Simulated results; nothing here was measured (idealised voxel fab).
The document below concerns the process module designated voxel self aligned contacts.
The cross-section on display is named cut; it measures 255 nm wide, and its cells are 5 nm squares.
Cross-section format: a grid of square cells, given as bands from top to bottom; each band is one or more rows of cells. Quick guide to a band line: top height, bottom height (nm) up front; then every material left to right with its width in nm. Only one material and it's marked "edge to edge"? Then it fills the band edge to edge. And "air" just means empty space. Note: height 0 marks the level under which the wafer is uniformly one material as received. Lowest band unbounded below, written "top 0, no bottom". So if you see something like "30->40" for the width, read it as the top row of the band sitting at the first number and the bottom row at the second, with every row in between moving by the same amount as the last. Reading "no modifications" for a step: not a cell of the cross-section changed in it. For the entry "Enclosed void listing", the listed items are empty spaces with no open way to the top whose size is 8 cells or more; each item follows the pattern width x height at distance, where distance is from the left edge and all three are in nm. Step line, after settings: the simulator's comment on this step. overlay nm: right-of-plan distance of the mask on a masked step; negative values mean left-of-plan.

Intended process steps:
1 RECEIVE: material Si
2 OXIDIZE: depth nm 5
3 DIRECTIONAL_DEP: material polySi, thk nm 20
4 DIRECTIONAL_DEP: material SiN, thk nm 25
5 DIRECTIONAL_DEP: material aC, thk nm 10
6 PATTERN: tone cover, mask id GATE, material resist, width nm 30, pitch nm 65, thk nm 25, overlay nm 0
7 DIRECTIONAL_ETCH: etch materials aC, depth nm 10
8 STRIP: etch materials resist
9 DIRECTIONAL_ETCH: etch materials SiN, depth nm 25
10 DIRECTIONAL_ETCH: etch materials polySi, depth nm 20
11 STRIP: etch materials aC
12 CONFORMAL_DEP: material SiN, thk nm 10
13 DIRECTIONAL_ETCH: etch materials SiN, depth nm 5
14 FILL_DEP: material SiO2, thk nm 10
15 CMP: height nm 50
16 MASKED_ETCH: tone open, mask id CONTACT, width nm 45, etch materials SiO2, depth nm 55, overlay nm 0
17 CONFORMAL_DEP: material TiN, thk nm 5
18 FILL_DEP: material Ru, thk nm 5
19 CMP: height nm 50
20 CONFORMAL_DEP: material SiCN, thk nm 5
Wafers differ in depth nm at step 13; plan lists the first wafer's value; identical starting state.

As-received state after step 1, first of several wafers, cross-section:
    top 0, no bottom: Si edge to edge
    Enclosed void listing: none

Wafer rows, end of module: cells per material gained (+) or lost (-) since receipt; closed voids last:
depth nm 5, +8 Ru, -51 Si, +51 SiCN, +183 SiN, +303 SiO2, +19 TiN, +48 polySi, Enclosed void listing: none
depth nm 10, +10 Ru, -51 Si, +51 SiCN, +132 SiN, +342 SiO2, +29 TiN, +48 polySi, Enclosed void listing: none
depth nm 15, +16 Ru, -51 Si, +51 SiCN, +112 SiN, +356 SiO2, +29 TiN, +48 polySi, Enclosed void listing: none
